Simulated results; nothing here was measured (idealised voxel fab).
Module name: voxel released beams (process module)
FYI the section here is cut, 260 nm wide, cells are 5 nm squares.
Notation: cross-section as square-cell grid; stated in bands, top first, going down; one or more cell rows per band. It is stipulated that each band's entry specify, in nanometres, the height of the top of the band and then that of its bottom, followed by the materials of the band in left-to-right sequence, each together with its width in nanometres. A single material marked by the word "full width" is understood to fill the band from edge to edge; the word "blank" is understood to denote empty space. Counting heights begins at 0, where everything beneath is, in the wafer as received, one material. The lowest band has no bottom; it goes on downwards, as "z 0 and below" shows. When a width is written as two numbers, as in "30 to 40", the first number is the width in the top row of cells of the band and the second is the width in its bottom row, and the width changes by the same amount from each row to the next. For the purposes of this document, the phrase "remained unchanged" attached to a step denotes that no cell within the cross-section was modified by that step. For the entry "Enclosed empty spaces", the listed items are empty spaces with no open way to the top whose size is 8 cells or more; each item follows the pattern width x height at distance, where distance is from the left edge and all three are in nm. after a step's settings: what the simulator itself notes on the step. The "overlay nm" setting may appear on a step's line; for a step that uses a mask, it gives how far to the right of its planned position the mask lay, and a negative value indicates the left.
Below is the list of planned process steps
| 1 | RECEIVE [material Si] |
| 2 | CONFORMAL_DEP [material SiN] [thk nm 5] |
| 3 | DIRECTIONAL_DEP [material SiO2] [thk nm 20] |
| 4 | DIRECTIONAL_DEP [material aC] [thk nm 15] |
| 5 | PATTERN [tone open] [mask id ANCHOR] [material resist] [width nm 25] [thk nm 35] [overlay nm 0] |
| 6 | DIRECTIONAL_ETCH [etch materials aC] [depth nm 15] |
| 7 | STRIP [etch materials resist] |
| 8 | DIRECTIONAL_ETCH [etch materials SiO2] [depth nm 20] |
| 9 | STRIP [etch materials aC] |
| 10 | CONFORMAL_DEP [material TiN] [thk nm 10] |
| 11 | MASKED_ETCH [tone cover] [mask id BEAM] [width nm 100] [etch materials TiN] [depth nm 10] [overlay nm 0] |
| 12 | STRIP [etch materials SiO2] |
Shown in cross-section is the wafer as received, that is, as it stands after step 1
  z 0 and below | Si full width
  Enclosed empty spaces: none
Final cross-section, module run with one mistake (start and plan as above)
  z 35 to 25 | blank 80  TiN 10  blank 5  TiN 75  blank 90
  z 25 to 15 | blank 80  TiN 10  blank 5  TiN 10  blank 155
  z 15 to 5 | blank 80  TiN 25  blank 155
  z 5 to 0 | SiN full width
  z 0 and below | Si full width
  Enclosed empty spaces: none
Nonconformance to the process plan: step 11 did not use the planned setting and instead ran as MASKED_ETCH [tone cover] [mask id BEAM] [width nm 90] [etch materials TiN] [depth nm 10] [overlay nm 0]
